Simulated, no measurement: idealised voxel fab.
The process module presented herein is designated voxel capacitor over wiring.
The cross-section on display is named cut; it measures 285 nm wide, and its cells are 5 nm squares.
Format of a cross-section: grid, square cells. Given as bands. Order: top down. Band: one or more rows of cells. For a band, the entry starts with two heights in nm, that of the top and then that of the bottom, and carries on with the band's materials in order from left to right, each alongside its width in nm; the word "edge to edge" beside a single material means it fills the band edge to edge, and "blank" means empty space. Basically, 0 is our baseline, since under it the wafer straight out of the box is all one material. The bottom band has no lower end and keeps on going down, so it looks like "z 0 and below". Graded width ("30..40"): value in top row of band = first number; value in bottom row = second number; row-to-row change constant. Reading "identical to before" for a step: not a cell of the cross-section changed in it. Empty spaces without an open route to the top, at least 8 cells in extent, make up the entry "Sealed void listing"; each is given as width x height at distance, where the distance is measured from the left edge, and all are in nm. Whatever follows a step's settings on its line is a remark the simulator itself makes about that step. "overlay nm" denotes, for a step that has a mask, the displacement of the mask to the right of its planned place, with negative values corresponding to the left. Pairs from here to the end. Each: cross-section before one process step, cross-section after it, the latter only as far down as the lowest band that changed. Under each: the step between, and its settings. Mind that the pairs may be taken from different runs of this module on the same starting wafer; whether a pair continues from the pair above depends on its entry headed "Prior to step", and it does only where that entry says so.
### Prior to step
> z 90 to 80 = blank: 95 / aC: 5 / blank: 55 / aC: 5 / blank: 125
> z 80 to 70 = TiN: 100 / aC: 55 / TiN: 130
> z 70 to 65 = SiN edge to edge
> z 65 to 60 = TiN edge to edge
> z 60 to 40 = lowk: 100 / TiN: 5 / Cu: 5 / TiN: 5 / lowk: 170
> z 40 to 35 = SiCN: 100 / TiN: 15 / SiCN: 170
> z 35 to 15 = SiO2: 85 / TiN: 5 / W: 20 / TiN: 5 / SiO2: 50 / TiN: 5 / W: 20 / TiN: 5 / SiO2: 90
> z 15 to 10 = SiN: 85 / TiN: 30 / SiN: 50 / TiN: 30 / SiN: 90
> z 10 to 0 = SiO2 edge to edge
> z 0 and below = Si edge to edge
> Sealed void listing: none
### Resultant Cross-Section
> z 90 to 80 = blank: 95 / aC: 5 / blank: 55 / aC: 5 / blank: 125
> z 80 to 75 = blank: 95 / TiN: 5 / aC: 55 / TiN: 5 / blank: 125
> All layers under 75 are left as they were.
> Sealed void listing: none
What sits between those two cross-sections? DIRECTIONAL_ETCH (etch materials TiN; depth nm 5)
Prior to step: we pick up right where the pair above leaves off, with its after cross-section.
### Resultant Cross-Section
> z 80 to 75 = blank: 95 / TiN: 5 / blank: 55 / TiN: 5 / blank: 125
> z 75 to 70 = TiN: 100 / blank: 55 / TiN: 130
> All layers under 70 are left as they were.
> Sealed void listing: none
What sits between those two cross-sections? STRIP (etch materials aC)
Prior to step: we pick up right where the pair above leaves off, with its after cross-section.
### Resultant Cross-Section
> z 95 to 80 = SiO2 edge to edge
> z 80 to 75 = SiO2: 95 / TiN: 5 / SiO2: 55 / TiN: 5 / SiO2: 125
> z 75 to 70 = TiN: 100 / SiO2: 55 / TiN: 130
> All layers under 70 are left as they were.
> Sealed void listing: none
What sits between those two cross-sections? FILL_DEP (material SiO2; thk nm 15)
Prior to step: we pick up right where the pair above leaves off, with its after cross-section.
### Resultant Cross-Section
> z 90 to 80 = SiO2 edge to edge
> All layers under 80 are left as they were.
> Sealed void listing: none
What sits between those two cross-sections? CMP (height nm 90)
Prior to step: we pick up right where the pair above leaves off, with its after cross-section.
### Resultant Cross-Section
> z 90 to 80 = SiO2: 110 / blank: 15 / SiO2: 160
> All layers under 80 are left as they were.
> Sealed void listing: none
What sits between those two cross-sections? MASKED_ETCH (tone open; mask id PLUG_2; width nm 15; etch materials SiO2; depth nm 10; overlay nm 0)
Prior to step: we pick up right where the pair above leaves off, with its after cross-section.
### Resultant Cross-Section
> z 95 to 90 = TiN: 115 / blank: 5 / TiN: 165
> z 90 to 85 = SiO2: 110 / TiN: 5 / blank: 5 / TiN: 5 / SiO2: 160
> z 85 to 80 = SiO2: 110 / TiN: 15 / SiO2: 160
> All layers under 80 are left as they were.
> Sealed void listing: none
What sits between those two cross-sections? CONFORMAL_DEP (material TiN; thk nm 5)
Prior to step: we pick up right where the pair above leaves off, with its after cross-section.
### Resultant Cross-Section
> z 100 to 95 = Ru edge to edge
> z 95 to 90 = TiN: 115 / Ru: 5 / TiN: 165
> z 90 to 85 = SiO2: 110 / TiN: 5 / Ru: 5 / TiN: 5 / SiO2: 160
> All layers under 85 are left as they were.
> Sealed void listing: none
What sits between those two cross-sections? FILL_DEP (material Ru; thk nm 5)
Prior to step: we pick up right where the pair above leaves off, with its after cross-section.
### Resultant Cross-Section
> z 90 to 85 = SiO2: 110 / TiN: 5 / Ru: 5 / TiN: 5 / SiO2: 160
> All layers under 85 are left as they were.
> Sealed void listing: none
What sits between those two cross-sections? CMP (height nm 90)
Prior to step: we pick up right where the pair above leaves off, with its after cross-section.
### Resultant Cross-Section
> z 95 to 90 = SiN edge to edge
> All layers under 90 are left as they were.
> Sealed void listing: none
What sits between those two cross-sections? CONFORMAL_DEP (material SiN; thk nm 5)
